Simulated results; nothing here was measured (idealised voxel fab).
You're looking at the process module voxel capacitor over wiring.
Xsec cut, 230 nm wide, square cell size 5 nm.
Each cross-section below is a grid of square cells, stated as bands in top-down order, with one or more rows of cells making up each band. The band entry comprises the height of the band's top followed by the height of its bottom, expressed in nm, and subsequently the band's materials from left to right, each stated together with its width in nm. Where a single material is marked with the word "everywhere", that material fills the band from edge to edge. The word "blank" represents empty space. Beneath 0, the wafer as received is one material, and that level is where height counting begins. The lowest band goes on downward without a bottom; it is written like "from 0 down". When a width is written as two numbers, as in "30 to 40", the first number is the width in the top row of cells of the band and the second is the width in its bottom row, and the width changes by the same amount from each row to the next. Any step labelled "same as before" changed none of the cells in the cross-section. So "Encapsulated voids" is basically the list of trapped voids: any empty space of 8 cells or more that can't reach the top through an opening. They're written width x height at distance, the distance being from the left edge, and it's all nm. On a step's line, text after the settings is the simulator commenting on that step. Regarding "overlay nm": on a step with a mask, it is the distance the mask lay to the right of its planned place; a negative value places it to the left.

**Here's what the planned process steps look like**
1) RECEIVE | material Si
2) CONFORMAL_DEP | material SiO2 | thk nm 15
3) DIRECTIONAL_DEP | material TiN | thk nm 5
4) DIRECTIONAL_DEP | material Ru | thk nm 15
5) MASKED_ETCH | tone cover | mask id METAL_1 | width nm 25 | pitch nm 80 | etch materials Ru | depth nm 15 | overlay nm 0
6) MASKED_ETCH | tone cover | mask id METAL_1 | width nm 25 | pitch nm 80 | etch materials TiN | depth nm 5 | overlay nm 0
7) FILL_DEP | material SiO2 | thk nm 5
8) CMP | height nm 35
9) CONFORMAL_DEP | material SiCN | thk nm 5
10) DIRECTIONAL_DEP | material SiO2 | thk nm 20
11) PATTERN | tone open | mask id PLUG_1 | material resist | width nm 15 | thk nm 20 | overlay nm 0
12) DIRECTIONAL_ETCH | etch materials SiO2 | depth nm 20
13) DIRECTIONAL_ETCH | etch materials SiCN | depth nm 5
14) STRIP | etch materials resist
15) CONFORMAL_DEP | material TiN | thk nm 5
16) FILL_DEP | material Cu | thk nm 5
17) CMP | height nm 60
18) DIRECTIONAL_DEP | material TiN | thk nm 5
19) DIRECTIONAL_DEP | material SiN | thk nm 5
20) DIRECTIONAL_DEP | material TiN | thk nm 10
21) PATTERN | tone cover | mask id UPPER_PLATE | material resist | width nm 60 | thk nm 20 | overlay nm 0
22) DIRECTIONAL_ETCH | etch materials TiN | depth nm 10
23) DIRECTIONAL_ETCH | etch materials SiN | depth nm 5
24) STRIP | etch materials resist
25) DIRECTIONAL_DEP | material aC | thk nm 15
26) PATTERN | tone cover | mask id LOWER_PLATE | material resist | width nm 70 | thk nm 30 | overlay nm 0
27) DIRECTIONAL_ETCH | etch materials aC | depth nm 15
28) STRIP | etch materials resist
29) DIRECTIONAL_ETCH | etch materials TiN | depth nm 5
30) STRIP | etch materials aC
31) FILL_DEP | material SiO2 | thk nm 15
32) CMP | height nm 90
33) DIRECTIONAL_DEP | material aC | thk nm 10
34) PATTERN | tone open | mask id PLUG_2 | material resist | width nm 15 | thk nm 30 | overlay nm 0
35) DIRECTIONAL_ETCH | etch materials aC | depth nm 10
36) STRIP | etch materials resist
37) DIRECTIONAL_ETCH | etch materials SiO2 | depth nm 10
38) STRIP | etch materials aC
39) CONFORMAL_DEP | material TiN | thk nm 5
40) FILL_DEP | material Ru | thk nm 5
41) CMP | height nm 90
42) CONFORMAL_DEP | material SiCN | thk nm 5

**Run as planned: first of two wafers**

**Cross-section of the wafer upon arrival, representing the state reached after step 1**
  from 0 down | Si everywhere
  Encapsulated voids: none

**Cross-section of the wafer after step 2**
  from 15 to 0 | SiO2 everywhere
  Lower than 0, everything is as it was.

**Cross-section of the wafer after step 3**
  from 20 to 15 | TiN everywhere
  Lower than 15, everything is as it was.

**Cross-section of the wafer after step 4**
  from 35 to 20 | Ru everywhere
  Lower than 20, everything is as it was.

**Cross-section of the wafer after step 5**
  from 35 to 20 | 60 blank, 25 Ru, 55 blank, 25 Ru, 65 blank
  Lower than 20, everything is as it was.

**Cross-section of the wafer after step 6**
  from 35 to 20 | 60 blank, 25 Ru, 55 blank, 25 Ru, 65 blank
  from 20 to 15 | 60 blank, 25 TiN, 55 blank, 25 TiN, 65 blank
  Lower than 15, everything is as it was.

**Cross-section of the wafer after step 7**
  from 40 to 35 | SiO2 everywhere
  from 35 to 20 | 60 SiO2, 25 Ru, 55 SiO2, 25 Ru, 65 SiO2
  from 20 to 15 | 60 SiO2, 25 TiN, 55 SiO2, 25 TiN, 65 SiO2
  Lower than 15, everything is as it was.

**Cross-section of the wafer after step 8**
  from 35 to 20 | 60 SiO2, 25 Ru, 55 SiO2, 25 Ru, 65 SiO2
  Lower than 20, everything is as it was.

**Cross-section of the wafer after step 9**
  from 40 to 35 | SiCN everywhere
  Lower than 35, everything is as it was.

**Cross-section of the wafer after step 10**
  from 60 to 40 | SiO2 everywhere
  Lower than 40, everything is as it was.

**Cross-section of the wafer after step 11**
  from 80 to 60 | 70 resist, 15 blank, 145 resist
  Lower than 60, everything is as it was.

**Cross-section of the wafer after step 12**
  from 80 to 60 | 70 resist, 15 blank, 145 resist
  from 60 to 40 | 70 SiO2, 15 blank, 145 SiO2
  Lower than 40, everything is as it was.

**Cross-section of the wafer after step 13**
  from 80 to 60 | 70 resist, 15 blank, 145 resist
  from 60 to 40 | 70 SiO2, 15 blank, 145 SiO2
  from 40 to 35 | 70 SiCN, 15 blank, 145 SiCN
  Lower than 35, everything is as it was.

**Cross-section of the wafer after step 14**
  from 60 to 40 | 70 SiO2, 15 blank, 145 SiO2
  Lower than 40, everything is as it was.

**Cross-section of the wafer after step 15**
  from 65 to 60 | 75 TiN, 5 blank, 150 TiN
  from 60 to 40 | 70 SiO2, 5 TiN, 5 blank, 5 TiN, 145 SiO2
  from 40 to 35 | 70 SiCN, 15 TiN, 145 SiCN
  Lower than 35, everything is as it was.

**Cross-section of the wafer after step 16**
  from 70 to 65 | Cu everywhere
  from 65 to 60 | 75 TiN, 5 Cu, 150 TiN
  from 60 to 40 | 70 SiO2, 5 TiN, 5 Cu, 5 TiN, 145 SiO2
  Lower than 40, everything is as it was.

**Cross-section of the wafer after step 17**
  from 60 to 40 | 70 SiO2, 5 TiN, 5 Cu, 5 TiN, 145 SiO2
  Lower than 40, everything is as it was.

**Cross-section of the wafer after step 18**
  from 65 to 60 | TiN everywhere
  Lower than 60, everything is as it was.

**Cross-section of the wafer after step 19**
  from 70 to 65 | SiN everywhere
  Lower than 65, everything is as it was.

**Cross-section of the wafer after step 20**
  from 80 to 70 | TiN everywhere
  Lower than 70, everything is as it was.

**Cross-section of the wafer after step 21**
  from 100 to 80 | 70 blank, 60 resist, 100 blank
  Lower than 80, everything is as it was.

**Cross-section of the wafer after step 22**
  from 100 to 80 | 70 blank, 60 resist, 100 blank
  from 80 to 70 | 70 blank, 60 TiN, 100 blank
  Lower than 70, everything is as it was.

**Cross-section of the wafer after step 23**
  from 100 to 80 | 70 blank, 60 resist, 100 blank
  from 80 to 70 | 70 blank, 60 TiN, 100 blank
  from 70 to 65 | 70 blank, 60 SiN, 100 blank
  Lower than 65, everything is as it was.

**Cross-section of the wafer after step 24**
  from 80 to 70 | 70 blank, 60 TiN, 100 blank
  Lower than 70, everything is as it was.

**Cross-section of the wafer after step 25**
  from 95 to 80 | 70 blank, 60 aC, 100 blank
  from 80 to 70 | 70 aC, 60 TiN, 100 aC
  from 70 to 65 | 70 aC, 60 SiN, 100 aC
  Lower than 65, everything is as it was.

**Cross-section of the wafer after step 26**
  from 125 to 95 | 65 blank, 70 resist, 95 blank
  from 95 to 80 | 65 blank, 5 resist, 60 aC, 5 resist, 95 blank
  Lower than 80, everything is as it was.

**Cross-section of the wafer after step 27**
  from 110 to 95 | 65 blank, 70 resist, 95 blank
  from 95 to 80 | 65 blank, 5 resist, 60 aC, 5 resist, 95 blank
  from 80 to 70 | 65 blank, 5 aC, 60 TiN, 5 aC, 95 blank
  from 70 to 65 | 65 blank, 5 aC, 60 SiN, 5 aC, 95 blank
  Lower than 65, everything is as it was.

**Cross-section of the wafer after step 28**
  from 95 to 80 | 70 blank, 60 aC, 100 blank
  Lower than 80, everything is as it was.

**Cross-section of the wafer after step 29**
  from 95 to 80 | 70 blank, 60 aC, 100 blank
  from 80 to 70 | 65 blank, 5 aC, 60 TiN, 5 aC, 95 blank
  from 70 to 65 | 65 blank, 5 aC, 60 SiN, 5 aC, 95 blank
  from 65 to 60 | 65 blank, 70 TiN, 95 blank
  Lower than 60, everything is as it was.

**Cross-section of the wafer after step 30**
  from 80 to 70 | 70 blank, 60 TiN, 100 blank
  from 70 to 65 | 70 blank, 60 SiN, 100 blank
  Lower than 65, everything is as it was.

**Cross-section of the wafer after step 31**
  from 95 to 80 | SiO2 everywhere
  from 80 to 70 | 70 SiO2, 60 TiN, 100 SiO2
  from 70 to 65 | 70 SiO2, 60 SiN, 100 SiO2
  from 65 to 60 | 65 SiO2, 70 TiN, 95 SiO2
  Lower than 60, everything is as it was.

**Cross-section of the wafer after step 32**
  from 90 to 80 | SiO2 everywhere
  Lower than 80, everything is as it was.

**Cross-section of the wafer after step 33**
  from 100 to 90 | aC everywhere
  Lower than 90, everything is as it was.

**Cross-section of the wafer after step 34**
  from 130 to 100 | 80 resist, 15 blank, 135 resist
  Lower than 100, everything is as it was.

**Cross-section of the wafer after step 35**
  from 120 to 100 | 80 resist, 15 blank, 135 resist
  from 100 to 90 | 80 aC, 15 blank, 135 aC
  Lower than 90, everything is as it was.

**Cross-section of the wafer after step 36**
  from 100 to 90 | 80 aC, 15 blank, 135 aC
  Lower than 90, everything is as it was.

**Cross-section of the wafer after step 37**
  from 100 to 90 | 80 aC, 15 blank, 135 aC
  from 90 to 80 | 80 SiO2, 15 blank, 135 SiO2
  Lower than 80, everything is as it was.

**Cross-section of the wafer after step 38**
  from 90 to 80 | 80 SiO2, 15 blank, 135 SiO2
  Lower than 80, everything is as it was.

**Cross-section of the wafer after step 39**
  from 95 to 90 | 85 TiN, 5 blank, 140 TiN
  from 90 to 85 | 80 SiO2, 5 TiN, 5 blank, 5 TiN, 135 SiO2
  from 85 to 80 | 80 SiO2, 15 TiN, 135 SiO2
  Lower than 80, everything is as it was.

**Cross-section of the wafer after step 40**
  from 100 to 95 | Ru everywhere
  from 95 to 90 | 85 TiN, 5 Ru, 140 TiN
  from 90 to 85 | 80 SiO2, 5 TiN, 5 Ru, 5 TiN, 135 SiO2
  Lower than 85, everything is as it was.

**Cross-section of the wafer after step 41**
  from 90 to 85 | 80 SiO2, 5 TiN, 5 Ru, 5 TiN, 135 SiO2
  Lower than 85, everything is as it was.

**Cross-section of the wafer after step 42**
  from 95 to 90 | SiCN everywhere
  Lower than 90, everything is as it was.

**Regarding the second of the two wafers: it shared the first wafer's starting condition and process plan, yet one error occurred during its execution. Its history coincides with that of the first wafer up to and including step 2**

**Cross-section, second wafer, at the end time the plan gives for step 3**
  from 30 to 15 | Ru everywhere
  Lower than 15, everything is as it was.

**Cross-section, second wafer, at the end time the plan gives for step 4**
  from 35 to 30 | TiN everywhere
  Lower than 30, everything is as it was.

Cross-section, second wafer, at the end time the plan gives for step 5: same as before

**Cross-section, second wafer, at the end time the plan gives for step 6**
  from 35 to 30 | 60 blank, 25 TiN, 55 blank, 25 TiN, 65 blank
  Lower than 30, everything is as it was.

**Cross-section, second wafer, at the end time the plan gives for step 7**
  from 40 to 35 | SiO2 everywhere
  from 35 to 30 | 60 SiO2, 25 TiN, 55 SiO2, 25 TiN, 65 SiO2
  Lower than 30, everything is as it was.

**Cross-section, second wafer, at the end time the plan gives for step 8**
  from 35 to 30 | 60 SiO2, 25 TiN, 55 SiO2, 25 TiN, 65 SiO2
  Lower than 30, everything is as it was.

**Cross-section, second wafer, at the end time the plan gives for step 9**
  from 40 to 35 | SiCN everywhere
  Lower than 35, everything is as it was.

**Cross-section, second wafer, at the end time the plan gives for step 10**
  from 60 to 40 | SiO2 everywhere
  Lower than 40, everything is as it was.

**Cross-section, second wafer, at the end time the plan gives for step 11**
  from 80 to 60 | 70 resist, 15 blank, 145 resist
  Lower than 60, everything is as it was.

**Cross-section, second wafer, at the end time the plan gives for step 12**
  from 80 to 60 | 70 resist, 15 blank, 145 resist
  from 60 to 40 | 70 SiO2, 15 blank, 145 SiO2
  Lower than 40, everything is as it was.

**Cross-section, second wafer, at the end time the plan gives for step 13**
  from 80 to 60 | 70 resist, 15 blank, 145 resist
  from 60 to 40 | 70 SiO2, 15 blank, 145 SiO2
  from 40 to 35 | 70 SiCN, 15 blank, 145 SiCN
  Lower than 35, everything is as it was.

**Cross-section, second wafer, at the end time the plan gives for step 14**
  from 60 to 40 | 70 SiO2, 15 blank, 145 SiO2
  Lower than 40, everything is as it was.

**Cross-section, second wafer, at the end time the plan gives for step 15**
  from 65 to 60 | 75 TiN, 5 blank, 150 TiN
  from 60 to 40 | 70 SiO2, 5 TiN, 5 blank, 5 TiN, 145 SiO2
  from 40 to 35 | 70 SiCN, 15 TiN, 145 SiCN
  Lower than 35, everything is as it was.

**Cross-section, second wafer, at the end time the plan gives for step 16**
  from 70 to 65 | Cu everywhere
  from 65 to 60 | 75 TiN, 5 Cu, 150 TiN
  from 60 to 40 | 70 SiO2, 5 TiN, 5 Cu, 5 TiN, 145 SiO2
  Lower than 40, everything is as it was.

**Cross-section, second wafer, at the end time the plan gives for step 17**
  from 60 to 40 | 70 SiO2, 5 TiN, 5 Cu, 5 TiN, 145 SiO2
  Lower than 40, everything is as it was.

**Cross-section, second wafer, at the end time the plan gives for step 18**
  from 65 to 60 | TiN everywhere
  Lower than 60, everything is as it was.

**Cross-section, second wafer, at the end time the plan gives for step 19**
  from 70 to 65 | SiN everywhere
  Lower than 65, everything is as it was.

**Cross-section, second wafer, at the end time the plan gives for step 20**
  from 80 to 70 | TiN everywhere
  Lower than 70, everything is as it was.

**Cross-section, second wafer, at the end time the plan gives for step 21**
  from 100 to 80 | 70 blank, 60 resist, 100 blank
  Lower than 80, everything is as it was.

**Cross-section, second wafer, at the end time the plan gives for step 22**
  from 100 to 80 | 70 blank, 60 resist, 100 blank
  from 80 to 70 | 70 blank, 60 TiN, 100 blank
  Lower than 70, everything is as it was.

**Cross-section, second wafer, at the end time the plan gives for step 23**
  from 100 to 80 | 70 blank, 60 resist, 100 blank
  from 80 to 70 | 70 blank, 60 TiN, 100 blank
  from 70 to 65 | 70 blank, 60 SiN, 100 blank
  Lower than 65, everything is as it was.

**Cross-section, second wafer, at the end time the plan gives for step 24**
  from 80 to 70 | 70 blank, 60 TiN, 100 blank
  Lower than 70, everything is as it was.

**Cross-section, second wafer, at the end time the plan gives for step 25**
  from 95 to 80 | 70 blank, 60 aC, 100 blank
  from 80 to 70 | 70 aC, 60 TiN, 100 aC
  from 70 to 65 | 70 aC, 60 SiN, 100 aC
  Lower than 65, everything is as it was.

**Cross-section, second wafer, at the end time the plan gives for step 26**
  from 125 to 95 | 65 blank, 70 resist, 95 blank
  from 95 to 80 | 65 blank, 5 resist, 60 aC, 5 resist, 95 blank
  Lower than 80, everything is as it was.

**Cross-section, second wafer, at the end time the plan gives for step 27**
  from 110 to 95 | 65 blank, 70 resist, 95 blank
  from 95 to 80 | 65 blank, 5 resist, 60 aC, 5 resist, 95 blank
  from 80 to 70 | 65 blank, 5 aC, 60 TiN, 5 aC, 95 blank
  from 70 to 65 | 65 blank, 5 aC, 60 SiN, 5 aC, 95 blank
  Lower than 65, everything is as it was.

**Cross-section, second wafer, at the end time the plan gives for step 28**
  from 95 to 80 | 70 blank, 60 aC, 100 blank
  Lower than 80, everything is as it was.

**Cross-section, second wafer, at the end time the plan gives for step 29**
  from 95 to 80 | 70 blank, 60 aC, 100 blank
  from 80 to 70 | 65 blank, 5 aC, 60 TiN, 5 aC, 95 blank
  from 70 to 65 | 65 blank, 5 aC, 60 SiN, 5 aC, 95 blank
  from 65 to 60 | 65 blank, 70 TiN, 95 blank
  Lower than 60, everything is as it was.

**Cross-section, second wafer, at the end time the plan gives for step 30**
  from 80 to 70 | 70 blank, 60 TiN, 100 blank
  from 70 to 65 | 70 blank, 60 SiN, 100 blank
  Lower than 65, everything is as it was.

**Cross-section, second wafer, at the end time the plan gives for step 31**
  from 95 to 80 | SiO2 everywhere
  from 80 to 70 | 70 SiO2, 60 TiN, 100 SiO2
  from 70 to 65 | 70 SiO2, 60 SiN, 100 SiO2
  from 65 to 60 | 65 SiO2, 70 TiN, 95 SiO2
  Lower than 60, everything is as it was.

**Cross-section, second wafer, at the end time the plan gives for step 32**
  from 90 to 80 | SiO2 everywhere
  Lower than 80, everything is as it was.

**Cross-section, second wafer, at the end time the plan gives for step 33**
  from 100 to 90 | aC everywhere
  Lower than 90, everything is as it was.

**Cross-section, second wafer, at the end time the plan gives for step 34**
  from 130 to 100 | 80 resist, 15 blank, 135 resist
  Lower than 100, everything is as it was.

**Cross-section, second wafer, at the end time the plan gives for step 35**
  from 120 to 100 | 80 resist, 15 blank, 135 resist
  from 100 to 90 | 80 aC, 15 blank, 135 aC
  Lower than 90, everything is as it was.

**Cross-section, second wafer, at the end time the plan gives for step 36**
  from 100 to 90 | 80 aC, 15 blank, 135 aC
  Lower than 90, everything is as it was.

**Cross-section, second wafer, at the end time the plan gives for step 37**
  from 100 to 90 | 80 aC, 15 blank, 135 aC
  from 90 to 80 | 80 SiO2, 15 blank, 135 SiO2
  Lower than 80, everything is as it was.

**Cross-section, second wafer, at the end time the plan gives for step 38**
  from 90 to 80 | 80 SiO2, 15 blank, 135 SiO2
  Lower than 80, everything is as it was.

**Cross-section, second wafer, at the end time the plan gives for step 39**
  from 95 to 90 | 85 TiN, 5 blank, 140 TiN
  from 90 to 85 | 80 SiO2, 5 TiN, 5 blank, 5 TiN, 135 SiO2
  from 85 to 80 | 80 SiO2, 15 TiN, 135 SiO2
  Lower than 80, everything is as it was.

**Cross-section, second wafer, at the end time the plan gives for step 40**
  from 100 to 95 | Ru everywhere
  from 95 to 90 | 85 TiN, 5 Ru, 140 TiN
  from 90 to 85 | 80 SiO2, 5 TiN, 5 Ru, 5 TiN, 135 SiO2
  Lower than 85, everything is as it was.

**Cross-section, second wafer, at the end time the plan gives for step 41**
  from 90 to 85 | 80 SiO2, 5 TiN, 5 Ru, 5 TiN, 135 SiO2
  Lower than 85, everything is as it was.

**Cross-section, second wafer, at the end time the plan gives for step 42**
  from 95 to 90 | SiCN everywhere
  Lower than 90, everything is as it was.
Error vs. plan: steps 3 and 4: order swapped relative to plan
Final difference in cells, second wafer against first, listed per material as more or fewer: 108 more of Ru, 108 fewer of SiO2
